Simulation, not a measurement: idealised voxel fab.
The name of this process module is voxel self aligned vias.
This is section cut - it's 255 nm across, gridded in 5 nm square cells.
Notation: cross-section as square-cell grid; stated in bands, top first, going down; one or more cell rows per band. It is stipulated that each band's entry specify, in nanometres, the height of the top of the band and then that of its bottom, followed by the materials of the band in left-to-right sequence, each together with its width in nanometres. A single material marked by the word "everywhere" is understood to fill the band from edge to edge; the word "blank" is understood to denote empty space. Heights are expressed relative to 0, this being the level below which the as-received wafer comprises one material exclusively. The lowest band is unbounded in the downward direction and is denoted as in "from 0 down". Width spec "30..40" -> top row of cells at first value, bottom row at second value, equal per-row change in between. Step note "nothing was modified" = no cross-section cell changed. Basically, "Cavities, sealed" tells you about the enclosed voids: empty spaces with no open way to the top, 8 cells or bigger, each written width x height at distance, where distance is from the left edge, all in nm. Heads up: the bit after the settings on a step's line is the simulator's remark on that step. overlay nm, on a step with a mask: how far to the right of its planned place the mask lay; to the left if negative. Guide to the pairs. Each holds a before and an after cross-section around one process step; the after cross-section is cut off at the lowest band that changed. Look under the pair for the step between them and its settings. Pairs can come from different runs of this module on the same starting wafer, so a pair follows on from the one above it only where its entry headed "Cross-section, before" says it does.

## Cross-section, before
- from 75 to 65 | Cu everywhere
- from 65 to 60 | 70 of TiN  40 of Cu  30 of TiN  40 of Cu  75 of TiN
- from 60 to 50 | 65 of lowk  5 of TiN  40 of Cu  5 of TiN  20 of lowk  5 of TiN  40 of Cu  5 of TiN  70 of lowk
- from 50 to 45 | 65 of lowk  15 of TiN  20 of Cu  15 of TiN  20 of lowk  15 of TiN  20 of Cu  15 of TiN  70 of lowk
- from 45 to 40 | 75 of lowk  30 of TiN  40 of lowk  30 of TiN  80 of lowk
- from 40 to 25 | 75 of lowk  5 of TiN  20 of W  5 of TiN  40 of lowk  5 of TiN  20 of W  5 of TiN  80 of lowk
- from 25 to 20 | 75 of lowk  30 of TiN  40 of lowk  30 of TiN  80 of lowk
- from 20 to 15 | SiCN everywhere
- from 15 to 0 | SiO2 everywhere
- from 0 down | Si everywhere
- Cavities, sealed: none

## Post-Step Snapshot
- from 55 to 45 | 65 of lowk  5..15 of TiN  40..20 of Cu  5..15 of TiN  20 of lowk  5..15 of TiN  40..20 of Cu  5..15 of TiN  70 of lowk
- For the remainder of the cross-section, below 45, there is no change.
- Cavities, sealed: none
The process step bridging the two cross-sections above: CMP,height nm 55

Cross-section, before: unchanged from the after cross-section in the pair immediately above; refer to that figure.

## Post-Step Snapshot
- from 60 to 55 | SiN everywhere
- For the remainder of the cross-section, below 55, there is no change.
- Cavities, sealed: none
The process step bridging the two cross-sections above: CONFORMAL_DEP,material SiN,thk nm 5

## Cross-section, before
- from 45 to 20 | lowk everywhere
- from 20 to 15 | SiCN everywhere
- from 15 to 0 | SiO2 everywhere
- from 0 down | Si everywhere
- Cavities, sealed: none

## Post-Step Snapshot
- from 60 to 45 | 75 of resist  35 of blank  35 of resist  35 of blank  75 of resist
- For the remainder of the cross-section, below 45, there is no change.
- Cavities, sealed: none
The process step bridging the two cross-sections above: PATTERN,tone open,mask id LINES,material resist,width nm 35,pitch nm 70,thk nm 15,overlay nm 0

Cross-section, before: unchanged from the after cross-section in the pair immediately above; refer to that figure.

## Post-Step Snapshot
- from 60 to 45 | 75 of resist  35 of blank  35 of resist  35 of blank  75 of resist
- from 45 to 20 | 75 of lowk  35 of blank  35 of lowk  35 of blank  75 of lowk
- For the remainder of the cross-section, below 20, there is no change.
- Cavities, sealed: none
The process step bridging the two cross-sections above: DIRECTIONAL_ETCH,etch materials lowk,depth nm 25

Cross-section, before: unchanged from the after cross-section in the pair immediately above; refer to that figure.

## Post-Step Snapshot
- from 45 to 20 | 75 of lowk  35 of blank  35 of lowk  35 of blank  75 of lowk
- For the remainder of the cross-section, below 20, there is no change.
- Cavities, sealed: none
The process step bridging the two cross-sections above: STRIP,etch materials resist

Cross-section, before: unchanged from the after cross-section in the pair immediately above; refer to that figure.

## Post-Step Snapshot
- from 50 to 45 | 80 of TiN  25 of blank  45 of TiN  25 of blank  80 of TiN
- from 45 to 25 | 75 of lowk  5 of TiN  25 of blank  5 of TiN  35 of lowk  5 of TiN  25 of blank  5 of TiN  75 of lowk
- from 25 to 20 | 75 of lowk  35 of TiN  35 of lowk  35 of TiN  75 of lowk
- For the remainder of the cross-section, below 20, there is no change.
- Cavities, sealed: none
The process step bridging the two cross-sections above: CONFORMAL_DEP,material TiN,thk nm 5

Cross-section, before: unchanged from the after cross-section in the pair immediately above; refer to that figure.

## Post-Step Snapshot
- from 60 to 50 | W everywhere
- from 50 to 45 | 80 of TiN  25 of W  45 of TiN  25 of W  80 of TiN
- from 45 to 25 | 75 of lowk  5 of TiN  25 of W  5 of TiN  35 of lowk  5 of TiN  25 of W  5 of TiN  75 of lowk
- For the remainder of the cross-section, below 25, there is no change.
- Cavities, sealed: none
The process step bridging the two cross-sections above: FILL_DEP,material W,thk nm 10

Cross-section, before: unchanged from the after cross-section in the pair immediately above; refer to that figure.

## Post-Step Snapshot
- from 45 to 25 | 75 of lowk  5 of TiN  25 of W  5 of TiN  35 of lowk  5 of TiN  25 of W  5 of TiN  75 of lowk
- For the remainder of the cross-section, below 25, there is no change.
- Cavities, sealed: none
The process step bridging the two cross-sections above: CMP,height nm 45

Cross-section, before: unchanged from the after cross-section in the pair immediately above; refer to that figure.

## Post-Step Snapshot
- from 45 to 40 | 75 of lowk  35 of blank  35 of lowk  35 of blank  75 of lowk
- For the remainder of the cross-section, below 40, there is no change.
- Cavities, sealed: none
The process step bridging the two cross-sections above: SELECTIVE_ETCH,etch materials W Ru TiN,depth nm 5

Cross-section, before: unchanged from the after cross-section in the pair immediately above; refer to that figure.

## Post-Step Snapshot
- from 50 to 45 | SiN everywhere
- from 45 to 40 | 75 of lowk  35 of SiN  35 of lowk  35 of SiN  75 of lowk
- For the remainder of the cross-section, below 40, there is no change.
- Cavities, sealed: none
The process step bridging the two cross-sections above: FILL_DEP,material SiN,thk nm 5

Cross-section, before: unchanged from the after cross-section in the pair immediately above; refer to that figure.

## Post-Step Snapshot
- from 45 to 40 | 75 of lowk  35 of SiN  35 of lowk  35 of SiN  75 of lowk
- For the remainder of the cross-section, below 40, there is no change.
- Cavities, sealed: none
The process step bridging the two cross-sections above: CMP,height nm 45

Cross-section, before: unchanged from the after cross-section in the pair immediately above; refer to that figure.

## Post-Step Snapshot
- from 60 to 45 | lowk everywhere
- For the remainder of the cross-section, below 45, there is no change.
- Cavities, sealed: none
The process step bridging the two cross-sections above: DIRECTIONAL_DEP,material lowk,thk nm 15

Cross-section, before: unchanged from the after cross-section in the pair immediately above; refer to that figure.

## Post-Step Snapshot
- from 75 to 60 | aC everywhere
- For the remainder of the cross-section, below 60, there is no change.
- Cavities, sealed: none
The process step bridging the two cross-sections above: DIRECTIONAL_DEP,material aC,thk nm 15

Cross-section, before: unchanged from the after cross-section in the pair immediately above; refer to that figure.

## Post-Step Snapshot
- from 105 to 75 | 65 of resist  50 of blank  20 of resist  50 of blank  70 of resist
- For the remainder of the cross-section, below 75, there is no change.
- Cavities, sealed: none
The process step bridging the two cross-sections above: PATTERN,tone open,mask id VIAS,material resist,width nm 50,pitch nm 70,thk nm 30,overlay nm 0

Cross-section, before: unchanged from the after cross-section in the pair immediately above; refer to that figure.

## Post-Step Snapshot
- from 90 to 75 | 65 of resist  50 of blank  20 of resist  50 of blank  70 of resist
- from 75 to 60 | 65 of aC  50 of blank  20 of aC  50 of blank  70 of aC
- For the remainder of the cross-section, below 60, there is no change.
- Cavities, sealed: none
The process step bridging the two cross-sections above: DIRECTIONAL_ETCH,etch materials aC,depth nm 15

Cross-section, before: unchanged from the after cross-section in the pair immediately above; refer to that figure.

## Post-Step Snapshot
- from 75 to 60 | 65 of aC  50 of blank  20 of aC  50 of blank  70 of aC
- For the remainder of the cross-section, below 60, there is no change.
- Cavities, sealed: none
The process step bridging the two cross-sections above: STRIP,etch materials resist

Cross-section, before: unchanged from the after cross-section in the pair immediately above; refer to that figure.

## Post-Step Snapshot
- from 75 to 60 | 65 of aC  50 of blank  20 of aC  50 of blank  70 of aC
- from 60 to 45 | 65 of lowk  50 of blank  20 of lowk  50 of blank  70 of lowk
- For the remainder of the cross-section, below 45, there is no change.
- Cavities, sealed: none
The process step bridging the two cross-sections above: DIRECTIONAL_ETCH,etch materials lowk,depth nm 15

Cross-section, before: unchanged from the after cross-section in the pair immediately above; refer to that figure.

## Post-Step Snapshot
- from 75 to 60 | 65 of aC  50 of blank  20 of aC  50 of blank  70 of aC
- from 60 to 45 | 65 of lowk  50 of blank  20 of lowk  50 of blank  70 of lowk
- from 45 to 40 | 75 of lowk  35 of blank  35 of lowk  35 of blank  75 of lowk
- For the remainder of the cross-section, below 40, there is no change.
- Cavities, sealed: none
The process step bridging the two cross-sections above: DIRECTIONAL_ETCH,etch materials SiN,depth nm 5

Cross-section, before: unchanged from the after cross-section in the pair immediately above; refer to that figure.

## Post-Step Snapshot
- from 60 to 45 | 65 of lowk  50 of blank  20 of lowk  50 of blank  70 of lowk
- For the remainder of the cross-section, below 45, there is no change.
- Cavities, sealed: none
The process step bridging the two cross-sections above: STRIP,etch materials aC

Cross-section, before: unchanged from the after cross-section in the pair immediately above; refer to that figure.

## Post-Step Snapshot
- from 65 to 60 | 70 of TiN  40 of blank  30 of TiN  40 of blank  75 of TiN
- from 60 to 50 | 65 of lowk  5 of TiN  40 of blank  5 of TiN  20 of lowk  5 of TiN  40 of blank  5 of TiN  70 of lowk
- from 50 to 45 | 65 of lowk  15 of TiN  25 of blank  10 of TiN  20 of lowk  15 of TiN  25 of blank  10 of TiN  70 of lowk
- from 45 to 40 | 75 of lowk  35 of TiN  35 of lowk  35 of TiN  75 of lowk
- For the remainder of the cross-section, below 40, there is no change.
- Cavities, sealed: none
The process step bridging the two cross-sections above: CONFORMAL_DEP,material TiN,thk nm 5

Cross-section, before: unchanged from the after cross-section in the pair immediately above; refer to that figure.

## Post-Step Snapshot
- from 75 to 65 | Cu everywhere
- from 65 to 60 | 70 of TiN  40 of Cu  30 of TiN  40 of Cu  75 of TiN
- from 60 to 50 | 65 of lowk  5 of TiN  40 of Cu  5 of TiN  20 of lowk  5 of TiN  40 of Cu  5 of TiN  70 of lowk
- from 50 to 45 | 65 of lowk  15 of TiN  25 of Cu  10 of TiN  20 of lowk  15 of TiN  25 of Cu  10 of TiN  70 of lowk
- For the remainder of the cross-section, below 45, there is no change.
- Cavities, sealed: none
The process step bridging the two cross-sections above: FILL_DEP,material Cu,thk nm 10

Cross-section, before: unchanged from the after cross-section in the pair immediately above; refer to that figure.

## Post-Step Snapshot
- from 60 to 50 | 65 of lowk  5 of TiN  40 of Cu  5 of TiN  20 of lowk  5 of TiN  40 of Cu  5 of TiN  70 of lowk
- For the remainder of the cross-section, below 50, there is no change.
- Cavities, sealed: none
The process step bridging the two cross-sections above: CMP,height nm 60

Cross-section, before: unchanged from the after cross-section in the pair immediately above; refer to that figure.

## Post-Step Snapshot
- from 65 to 60 | SiN everywhere
- For the remainder of the cross-section, below 60, there is no change.
- Cavities, sealed: none
The process step bridging the two cross-sections above: CONFORMAL_DEP,material SiN,thk nm 5

## Cross-section, before
- from 75 to 60 | aC everywhere
- from 60 to 45 | lowk everywhere
- from 45 to 40 | 75 of lowk  30 of SiN  40 of lowk  30 of SiN  80 of lowk
- from 40 to 25 | 75 of lowk  5 of TiN  20 of W  5 of TiN  40 of lowk  5 of TiN  20 of W  5 of TiN  80 of lowk
- from 25 to 20 | 75 of lowk  30 of TiN  40 of lowk  30 of TiN  80 of lowk
- from 20 to 15 | SiCN everywhere
- from 15 to 0 | SiO2 everywhere
- from 0 down | Si everywhere
- Cavities, sealed: none

## Post-Step Snapshot
- from 105 to 75 | 60 of resist  50 of blank  20 of resist  50 of blank  75 of resist
- For the remainder of the cross-section, below 75, there is no change.
- Cavities, sealed: none
The process step bridging the two cross-sections above: PATTERN,tone open,mask id VIAS,material resist,width nm 50,pitch nm 70,thk nm 30,overlay nm -5

Cross-section, before: unchanged from the after cross-section in the pair immediately above; refer to that figure.

## Post-Step Snapshot
- from 90 to 75 | 60 of resist  50 of blank  20 of resist  50 of blank  75 of resist
- from 75 to 60 | 60 of aC  50 of blank  20 of aC  50 of blank  75 of aC
- For the remainder of the cross-section, below 60, there is no change.
- Cavities, sealed: none
The process step bridging the two cross-sections above: DIRECTIONAL_ETCH,etch materials aC,depth nm 15

Cross-section, before: unchanged from the after cross-section in the pair immediately above; refer to that figure.

## Post-Step Snapshot
- from 75 to 60 | 60 of aC  50 of blank  20 of aC  50 of blank  75 of aC
- For the remainder of the cross-section, below 60, there is no change.
- Cavities, sealed: none
The process step bridging the two cross-sections above: STRIP,etch materials resist

Cross-section, before: unchanged from the after cross-section in the pair immediately above; refer to that figure.

## Post-Step Snapshot
- from 75 to 60 | 60 of aC  50 of blank  20 of aC  50 of blank  75 of aC
- from 60 to 45 | 60 of lowk  50 of blank  20 of lowk  50 of blank  75 of lowk
- For the remainder of the cross-section, below 45, there is no change.
- Cavities, sealed: none
The process step bridging the two cross-sections above: DIRECTIONAL_ETCH,etch materials lowk,depth nm 15

Cross-section, before: unchanged from the after cross-section in the pair immediately above; refer to that figure.

## Post-Step Snapshot
- from 75 to 60 | 60 of aC  50 of blank  20 of aC  50 of blank  75 of aC
- from 60 to 45 | 60 of lowk  50 of blank  20 of lowk  50 of blank  75 of lowk
- from 45 to 40 | 75 of lowk  30 of blank  40 of lowk  30 of blank  80 of lowk
- For the remainder of the cross-section, below 40, there is no change.
- Cavities, sealed: none
The process step bridging the two cross-sections above: DIRECTIONAL_ETCH,etch materials SiN,depth nm 5

Cross-section, before: unchanged from the after cross-section in the pair immediately above; refer to that figure.

## Post-Step Snapshot
- from 60 to 45 | 60 of lowk  50 of blank  20 of lowk  50 of blank  75 of lowk
- For the remainder of the cross-section, below 45, there is no change.
- Cavities, sealed: none
The process step bridging the two cross-sections above: STRIP,etch materials aC

Cross-section, before: unchanged from the after cross-section in the pair immediately above; refer to that figure.

## Post-Step Snapshot
- from 65 to 60 | 65 of TiN  40 of blank  30 of TiN  40 of blank  80 of TiN
- from 60 to 50 | 60 of lowk  5 of TiN  40 of blank  5 of TiN  20 of lowk  5 of TiN  40 of blank  5 of TiN  75 of lowk
- from 50 to 45 | 60 of lowk  20 of TiN  20 of blank  10 of TiN  20 of lowk  20 of TiN  20 of blank  10 of TiN  75 of lowk
- from 45 to 40 | 75 of lowk  30 of TiN  40 of lowk  30 of TiN  80 of lowk
- For the remainder of the cross-section, below 40, there is no change.
- Cavities, sealed: none
The process step bridging the two cross-sections above: CONFORMAL_DEP,material TiN,thk nm 5

Cross-section, before: unchanged from the after cross-section in the pair immediately above; refer to that figure.

## Post-Step Snapshot
- from 75 to 65 | Cu everywhere
- from 65 to 60 | 65 of TiN  40 of Cu  30 of TiN  40 of Cu  80 of TiN
- from 60 to 50 | 60 of lowk  5 of TiN  40 of Cu  5 of TiN  20 of lowk  5 of TiN  40 of Cu  5 of TiN  75 of lowk
- from 50 to 45 | 60 of lowk  20 of TiN  20 of Cu  10 of TiN  20 of lowk  20 of TiN  20 of Cu  10 of TiN  75 of lowk
- For the remainder of the cross-section, below 45, there is no change.
- Cavities, sealed: none
The process step bridging the two cross-sections above: FILL_DEP,material Cu,thk nm 10

Cross-section, before: unchanged from the after cross-section in the pair immediately above; refer to that figure.

## Post-Step Snapshot
- from 60 to 50 | 60 of lowk  5 of TiN  40 of Cu  5 of TiN  20 of lowk  5 of TiN  40 of Cu  5 of TiN  75 of lowk
- For the remainder of the cross-section, below 50, there is no change.
- Cavities, sealed: none
The process step bridging the two cross-sections above: CMP,height nm 60

Cross-section, before: unchanged from the after cross-section in the pair immediately above; refer to that figure.

## Post-Step Snapshot
- from 65 to 60 | SiN everywhere
- For the remainder of the cross-section, below 60, there is no change.
- Cavities, sealed: none
The process step bridging the two cross-sections above: CONFORMAL_DEP,material SiN,thk nm 5

## Cross-section, before
- from 60 to 50 | 65 of lowk  5 of TiN  40 of Cu  5 of TiN  20 of lowk  5 of TiN  40 of Cu  5 of TiN  70 of lowk
- from 50 to 45 | 65 of lowk  15 of TiN  20 of Cu  15 of TiN  20 of lowk  15 of TiN  20 of Cu  15 of TiN  70 of lowk
- from 45 to 40 | 75 of lowk  30 of TiN  40 of lowk  30 of TiN  80 of lowk
- from 40 to 25 | 75 of lowk  5 of TiN  20 of W  5 of TiN  40 of lowk  5 of TiN  20 of W  5 of TiN  80 of lowk
- from 25 to 20 | 75 of lowk  30 of TiN  40 of lowk  30 of TiN  80 of lowk
- from 20 to 15 | SiCN everywhere
- from 15 to 0 | SiO2 everywhere
- from 0 down | Si everywhere
- Cavities, sealed: none

## Post-Step Snapshot
- from 65 to 60 | W everywhere
- For the remainder of the cross-section, below 60, there is no change.
- Cavities, sealed: none
The process step bridging the two cross-sections above: CONFORMAL_DEP,material W,thk nm 5

## Cross-section, before
- from 75 to 60 | aC everywhere
- from 60 to 45 | lowk everywhere
- from 45 to 40 | 75 of lowk  30 of SiN  40 of lowk  30 of SiN  80 of lowk
- from 40 to 25 | 75 of lowk  5 of TiN  20 of W  5 of TiN  40 of lowk  5 of TiN  20 of W  5 of TiN  80 of lowk
- from 25 to 20 | 75 of lowk  30 of TiN  40 of lowk  30 of TiN  80 of lowk
- from 20 to 15 | SiCN everywhere
- from 15 to 0 | SiO2 everywhere
- from 0 down | Si everywhere
- Cavities, sealed: none

## Post-Step Snapshot
- from 105 to 75 | 65 of blank  50 of resist  20 of blank  50 of resist  70 of blank
- For the remainder of the cross-section, below 75, there is no change.
- Cavities, sealed: none
The process step bridging the two cross-sections above: PATTERN,tone cover,mask id VIAS,material resist,width nm 50,pitch nm 70,thk nm 30,overlay nm 0

Cross-section, before: unchanged from the after cross-section in the pair immediately above; refer to that figure.

## Post-Step Snapshot
- from 90 to 75 | 65 of blank  50 of resist  20 of blank  50 of resist  70 of blank
- from 75 to 60 | 65 of blank  50 of aC  20 of blank  50 of aC  70 of blank
- For the remainder of the cross-section, below 60, there is no change.
- Cavities, sealed: none
The process step bridging the two cross-sections above: DIRECTIONAL_ETCH,etch materials aC,depth nm 15

Cross-section, before: unchanged from the after cross-section in the pair immediately above; refer to that figure.

## Post-Step Snapshot
- from 75 to 60 | 65 of blank  50 of aC  20 of blank  50 of aC  70 of blank
- For the remainder of the cross-section, below 60, there is no change.
- Cavities, sealed: none
The process step bridging the two cross-sections above: STRIP,etch materials resist

Cross-section, before: unchanged from the after cross-section in the pair immediately above; refer to that figure.

## Post-Step Snapshot
- from 75 to 60 | 65 of blank  50 of aC  20 of blank  50 of aC  70 of blank
- from 60 to 45 | 65 of blank  50 of lowk  20 of blank  50 of lowk  70 of blank
- For the remainder of the cross-section, below 45, there is no change.
- Cavities, sealed: none
The process step bridging the two cross-sections above: DIRECTIONAL_ETCH,etch materials lowk,depth nm 15

Cross-section, before: unchanged from the after cross-section in the pair immediately above; refer to that figure.

## Post-Step Snapshot
- from 60 to 45 | 65 of blank  50 of lowk  20 of blank  50 of lowk  70 of blank
- For the remainder of the cross-section, below 45, there is no change.
- Cavities, sealed: none
The process step bridging the two cross-sections above: STRIP,etch materials aC

Cross-section, before: unchanged from the after cross-section in the pair immediately above; refer to that figure.

## Post-Step Snapshot
- from 65 to 60 | 60 of blank  60 of TiN  10 of blank  60 of TiN  65 of blank
- from 60 to 50 | 60 of blank  5 of TiN  50 of lowk  5 of TiN  10 of blank  5 of TiN  50 of lowk  5 of TiN  65 of blank
- from 50 to 45 | 65 of TiN  50 of lowk  20 of TiN  50 of lowk  70 of TiN
- For the remainder of the cross-section, below 45, there is no change.
- Cavities, sealed: none
The process step bridging the two cross-sections above: CONFORMAL_DEP,material TiN,thk nm 5

Cross-section, before: unchanged from the after cross-section in the pair immediately above; refer to that figure.

## Post-Step Snapshot
- from 75 to 65 | Cu everywhere
- from 65 to 60 | 60 of Cu  60 of TiN  10 of Cu  60 of TiN  65 of Cu
- from 60 to 50 | 60 of Cu  5 of TiN  50 of lowk  5 of TiN  10 of Cu  5 of TiN  50 of lowk  5 of TiN  65 of Cu
- For the remainder of the cross-section, below 50, there is no change.
- Cavities, sealed: none
The process step bridging the two cross-sections above: FILL_DEP,material Cu,thk nm 10

Cross-section, before: unchanged from the after cross-section in the pair immediately above; refer to that figure.

## Post-Step Snapshot
- from 60 to 50 | 60 of Cu  5 of TiN  50 of lowk  5 of TiN  10 of Cu  5 of TiN  50 of lowk  5 of TiN  65 of Cu
- For the remainder of the cross-section, below 50, there is no change.
- Cavities, sealed: none
The process step bridging the two cross-sections above: CMP,height nm 60

Cross-section, before: unchanged from the after cross-section in the pair immediately above; refer to that figure.

## Post-Step Snapshot
- from 65 to 60 | SiN everywhere
- For the remainder of the cross-section, below 60, there is no change.
- Cavities, sealed: none
The process step bridging the two cross-sections above: CONFORMAL_DEP,material SiN,thk nm 5
